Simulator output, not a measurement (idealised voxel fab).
Title: Process Module voxel tone inversion
Cross-section cut spans 195 nm and uses square cells 5 nm in size.
In this document a cross-section is written as a grid of square cells. It is given as a series of bands, listed from the top down, and a band is one or more rows of cells.
The band entry comprises the height of the band's top followed by the height of its bottom, expressed in nm, and subsequently the band's materials from left to right, each stated together with its width in nm. Where a single material is marked with the word "full width", that material fills the band from edge to edge. The word "blank" represents empty space.
The level at which height equals 0 is the one under which the wafer, as it arrives, is entirely one material. No lower edge exists for the bottom band, which continues downward and is notated as in "from 0 down".
Graded width ("30 to 40"): value in top row of band = first number; value in bottom row = second number; row-to-row change constant.
A step reported as "changes: none" is a step in which no cell of the cross-section changed.
Entry "Cavities, closed". Content: empty spaces with no open connection to the top, size 8 cells or greater. Each: width x height at distance. Distance: from left edge. Unit: nm.
That trailing text on a step's line, after the settings, is the simulator's own remark on the step.
overlay nm: where the mask lay relative to plan, measured to the right, on steps with a mask; negatives go left.
### Below is the list of planned process steps
1,RECEIVE, material Si
2,CONFORMAL_DEP, material SiN, thk nm 10
3,DIRECTIONAL_DEP, material aC, thk nm 15
4,PATTERN, tone cover, mask id POSTS, material resist, width nm 20, pitch nm 45, thk nm 25, overlay nm 0
5,DIRECTIONAL_ETCH, etch materials aC, depth nm 15
6,STRIP, etch materials resist
7,FILL_DEP, material lowk, thk nm 5
8,CMP, height nm 25
9,STRIP, etch materials aC
### Cross-section: wafer on arrival = after step 1
  from 0 down | Si full width
  Cavities, closed: none
### The plan above was carried out on the starting structure above with one mistake, and this cross-section shows the wafer at the end of the module
  from 25 to 15 | SiN full width
  from 15 to 0 | aC full width
  from 0 down | Si full width
  Cavities, closed: none
Against the plan, the run slipped here: the processing plan was not followed for steps 2 and 3, which were run with their positions exchanged
